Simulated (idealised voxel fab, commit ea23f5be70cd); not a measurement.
process module | voxel self aligned vias
cross-section cut | 175 nm wide | cells 5 nm
A cross-section is a grid of square cells, given in bands from the top down. A band is one or more rows of cells.
Each band's line starts with the height of the band's top and of its bottom, in nm. Then come its materials from left to right, each with its width in nm. One material with "throughout" fills the band from edge to edge. "air" is empty space.
Height 0 is the level under which the wafer as received is all one material. The lowest band goes on downwards, as in "0 down".
A width such as "30 to 40" changes by the same amount from each row of cells to the next, from the band's top row to its bottom row.
"no change" after a step means that no cell of the cross-section changed.
closed voids: empty space of 8 cells or more with no open way to the top, each as width x height at its distance from the left edge, in nm
after a step's settings: what the simulator itself notes on the step
overlay nm, on a step with a mask: how far to the right of its planned place the mask lay; to the left if negative
plan
1 op RECEIVE | material Si
2 op CONFORMAL_DEP | material SiO2 | thk nm 10
3 op CONFORMAL_DEP | material SiCN | thk nm 5
4 op DIRECTIONAL_DEP | material SiO2 | thk nm 20
5 op DIRECTIONAL_DEP | material aC | thk nm 10
6 op PATTERN | tone open | mask id LINES | material resist | width nm 20 | pitch nm 50 | thk nm 25 | overlay nm 0
7 op DIRECTIONAL_ETCH | etch materials aC | depth nm 10
8 op STRIP | etch materials resist
9 op DIRECTIONAL_ETCH | etch materials SiO2 | depth nm 20
10 op STRIP | etch materials aC
11 op CONFORMAL_DEP | material TiN | thk nm 5
12 op FILL_DEP | material W | thk nm 5
13 op CMP | height nm 35
14 op SELECTIVE_ETCH | etch materials W Ru TiN | depth nm 5
15 op FILL_DEP | material SiN | thk nm 10
16 op CMP | height nm 35
17 op DIRECTIONAL_DEP | material SiO2 | thk nm 15
18 op MASKED_ETCH | tone open | mask id VIAS | width nm 30 | pitch nm 100 | etch materials SiO2 | depth nm 15 | overlay nm 0
19 op MASKED_ETCH | tone open | mask id VIAS | width nm 30 | pitch nm 100 | etch materials SiN | depth nm 5 | overlay nm 0
20 op CONFORMAL_DEP | material TiN | thk nm 5
21 op FILL_DEP | material Ru | thk nm 5
22 op CMP | height nm 50
23 op CONFORMAL_DEP | material SiCN | thk nm 5
first wafer, as planned
as received, after step 1
  0 down: Si throughout
  closed voids: none
after step 2
  10 to 0: SiO2 throughout
  below 0: unchanged
after step 3
  15 to 10: SiCN throughout
  below 10: unchanged
after step 4
  35 to 15: SiO2 throughout
  below 15: unchanged
after step 5
  45 to 35: aC throughout
  below 35: unchanged
after step 6
  70 to 45: resist 25 | air 20 | resist 30 | air 20 | resist 30 | air 20 | resist 30
  below 45: unchanged
after step 7
  60 to 45: resist 25 | air 20 | resist 30 | air 20 | resist 30 | air 20 | resist 30
  45 to 35: aC 25 | air 20 | aC 30 | air 20 | aC 30 | air 20 | aC 30
  below 35: unchanged
after step 8
  45 to 35: aC 25 | air 20 | aC 30 | air 20 | aC 30 | air 20 | aC 30
  below 35: unchanged
after step 9
  45 to 35: aC 25 | air 20 | aC 30 | air 20 | aC 30 | air 20 | aC 30
  35 to 15: SiO2 25 | air 20 | SiO2 30 | air 20 | SiO2 30 | air 20 | SiO2 30
  below 15: unchanged
after step 10
  35 to 15: SiO2 25 | air 20 | SiO2 30 | air 20 | SiO2 30 | air 20 | SiO2 30
  below 15: unchanged
after step 11
  40 to 35: TiN 30 | air 10 | TiN 40 | air 10 | TiN 40 | air 10 | TiN 35
  35 to 20: SiO2 25 | TiN 5 | air 10 | TiN 5 | SiO2 30 | TiN 5 | air 10 | TiN 5 | SiO2 30 | TiN 5 | air 10 | TiN 5 | SiO2 30
  20 to 15: SiO2 25 | TiN 20 | SiO2 30 | TiN 20 | SiO2 30 | TiN 20 | SiO2 30
  below 15: unchanged
after step 12
  45 to 40: W throughout
  40 to 35: TiN 30 | W 10 | TiN 40 | W 10 | TiN 40 | W 10 | TiN 35
  35 to 20: SiO2 25 | TiN 5 | W 10 | TiN 5 | SiO2 30 | TiN 5 | W 10 | TiN 5 | SiO2 30 | TiN 5 | W 10 | TiN 5 | SiO2 30
  below 20: unchanged
after step 13
  35 to 20: SiO2 25 | TiN 5 | W 10 | TiN 5 | SiO2 30 | TiN 5 | W 10 | TiN 5 | SiO2 30 | TiN 5 | W 10 | TiN 5 | SiO2 30
  below 20: unchanged
after step 14
  35 to 30: SiO2 25 | air 20 | SiO2 30 | air 20 | SiO2 30 | air 20 | SiO2 30
  below 30: unchanged
after step 15
  45 to 35: SiN throughout
  35 to 30: SiO2 25 | SiN 20 | SiO2 30 | SiN 20 | SiO2 30 | SiN 20 | SiO2 30
  below 30: unchanged
after step 16
  35 to 30: SiO2 25 | SiN 20 | SiO2 30 | SiN 20 | SiO2 30 | SiN 20 | SiO2 30
  below 30: unchanged
after step 17
  50 to 35: SiO2 throughout
  below 35: unchanged
after step 18
  50 to 35: SiO2 20 | air 30 | SiO2 70 | air 30 | SiO2 25
  below 35: unchanged
after step 19
  50 to 35: SiO2 20 | air 30 | SiO2 70 | air 30 | SiO2 25
  35 to 30: SiO2 25 | air 20 | SiO2 30 | SiN 20 | SiO2 30 | air 20 | SiO2 30
  below 30: unchanged
after step 20
  55 to 50: TiN 25 | air 20 | TiN 80 | air 20 | TiN 30
  50 to 40: SiO2 20 | TiN 5 | air 20 | TiN 5 | SiO2 70 | TiN 5 | air 20 | TiN 5 | SiO2 25
  40 to 35: SiO2 20 | TiN 10 | air 10 | TiN 10 | SiO2 70 | TiN 10 | air 10 | TiN 10 | SiO2 25
  35 to 30: SiO2 25 | TiN 20 | SiO2 30 | SiN 20 | SiO2 30 | TiN 20 | SiO2 30
  below 30: unchanged
after step 21
  60 to 55: Ru throughout
  55 to 50: TiN 25 | Ru 20 | TiN 80 | Ru 20 | TiN 30
  50 to 40: SiO2 20 | TiN 5 | Ru 20 | TiN 5 | SiO2 70 | TiN 5 | Ru 20 | TiN 5 | SiO2 25
  40 to 35: SiO2 20 | TiN 10 | Ru 10 | TiN 10 | SiO2 70 | TiN 10 | Ru 10 | TiN 10 | SiO2 25
  below 35: unchanged
after step 22
  50 to 40: SiO2 20 | TiN 5 | Ru 20 | TiN 5 | SiO2 70 | TiN 5 | Ru 20 | TiN 5 | SiO2 25
  below 40: unchanged
after step 23
  55 to 50: SiCN throughout
  below 50: unchanged
second wafer: like start, like plan, one mistake. Through step 2 it matches the first wafer
when step 3 should have ended
  15 to 0: SiO2 throughout
  below 0: unchanged
when step 4 should have ended
  35 to 0: SiO2 throughout
  below 0: unchanged
when step 5 should have ended
  45 to 35: aC throughout
  below 35: unchanged
when step 6 should have ended
  70 to 45: resist 25 | air 20 | resist 30 | air 20 | resist 30 | air 20 | resist 30
  below 45: unchanged
when step 7 should have ended
  60 to 45: resist 25 | air 20 | resist 30 | air 20 | resist 30 | air 20 | resist 30
  45 to 35: aC 25 | air 20 | aC 30 | air 20 | aC 30 | air 20 | aC 30
  below 35: unchanged
when step 8 should have ended
  45 to 35: aC 25 | air 20 | aC 30 | air 20 | aC 30 | air 20 | aC 30
  below 35: unchanged
when step 9 should have ended
  45 to 35: aC 25 | air 20 | aC 30 | air 20 | aC 30 | air 20 | aC 30
  35 to 15: SiO2 25 | air 20 | SiO2 30 | air 20 | SiO2 30 | air 20 | SiO2 30
  below 15: unchanged
when step 10 should have ended
  35 to 15: SiO2 25 | air 20 | SiO2 30 | air 20 | SiO2 30 | air 20 | SiO2 30
  below 15: unchanged
when step 11 should have ended
  40 to 35: TiN 30 | air 10 | TiN 40 | air 10 | TiN 40 | air 10 | TiN 35
  35 to 20: SiO2 25 | TiN 5 | air 10 | TiN 5 | SiO2 30 | TiN 5 | air 10 | TiN 5 | SiO2 30 | TiN 5 | air 10 | TiN 5 | SiO2 30
  20 to 15: SiO2 25 | TiN 20 | SiO2 30 | TiN 20 | SiO2 30 | TiN 20 | SiO2 30
  below 15: unchanged
when step 12 should have ended
  45 to 40: W throughout
  40 to 35: TiN 30 | W 10 | TiN 40 | W 10 | TiN 40 | W 10 | TiN 35
  35 to 20: SiO2 25 | TiN 5 | W 10 | TiN 5 | SiO2 30 | TiN 5 | W 10 | TiN 5 | SiO2 30 | TiN 5 | W 10 | TiN 5 | SiO2 30
  below 20: unchanged
when step 13 should have ended
  35 to 20: SiO2 25 | TiN 5 | W 10 | TiN 5 | SiO2 30 | TiN 5 | W 10 | TiN 5 | SiO2 30 | TiN 5 | W 10 | TiN 5 | SiO2 30
  below 20: unchanged
when step 14 should have ended
  35 to 30: SiO2 25 | air 20 | SiO2 30 | air 20 | SiO2 30 | air 20 | SiO2 30
  below 30: unchanged
when step 15 should have ended
  45 to 35: SiN throughout
  35 to 30: SiO2 25 | SiN 20 | SiO2 30 | SiN 20 | SiO2 30 | SiN 20 | SiO2 30
  below 30: unchanged
when step 16 should have ended
  35 to 30: SiO2 25 | SiN 20 | SiO2 30 | SiN 20 | SiO2 30 | SiN 20 | SiO2 30
  below 30: unchanged
when step 17 should have ended
  50 to 35: SiO2 throughout
  below 35: unchanged
when step 18 should have ended
  50 to 35: SiO2 20 | air 30 | SiO2 70 | air 30 | SiO2 25
  below 35: unchanged
when step 19 should have ended
  50 to 35: SiO2 20 | air 30 | SiO2 70 | air 30 | SiO2 25
  35 to 30: SiO2 25 | air 20 | SiO2 30 | SiN 20 | SiO2 30 | air 20 | SiO2 30
  below 30: unchanged
when step 20 should have ended
  55 to 50: TiN 25 | air 20 | TiN 80 | air 20 | TiN 30
  50 to 40: SiO2 20 | TiN 5 | air 20 | TiN 5 | SiO2 70 | TiN 5 | air 20 | TiN 5 | SiO2 25
  40 to 35: SiO2 20 | TiN 10 | air 10 | TiN 10 | SiO2 70 | TiN 10 | air 10 | TiN 10 | SiO2 25
  35 to 30: SiO2 25 | TiN 20 | SiO2 30 | SiN 20 | SiO2 30 | TiN 20 | SiO2 30
  below 30: unchanged
when step 21 should have ended
  60 to 55: Ru throughout
  55 to 50: TiN 25 | Ru 20 | TiN 80 | Ru 20 | TiN 30
  50 to 40: SiO2 20 | TiN 5 | Ru 20 | TiN 5 | SiO2 70 | TiN 5 | Ru 20 | TiN 5 | SiO2 25
  40 to 35: SiO2 20 | TiN 10 | Ru 10 | TiN 10 | SiO2 70 | TiN 10 | Ru 10 | TiN 10 | SiO2 25
  below 35: unchanged
when step 22 should have ended
  50 to 40: SiO2 20 | TiN 5 | Ru 20 | TiN 5 | SiO2 70 | TiN 5 | Ru 20 | TiN 5 | SiO2 25
  below 40: unchanged
when step 23 should have ended
  55 to 50: SiCN throughout
  below 50: unchanged
what went wrong: step 3 ran as: op CONFORMAL_DEP | material SiO2 | thk nm 5
at the end the second wafer has, in cells: 35 fewer of SiCN | 35 more of SiO2
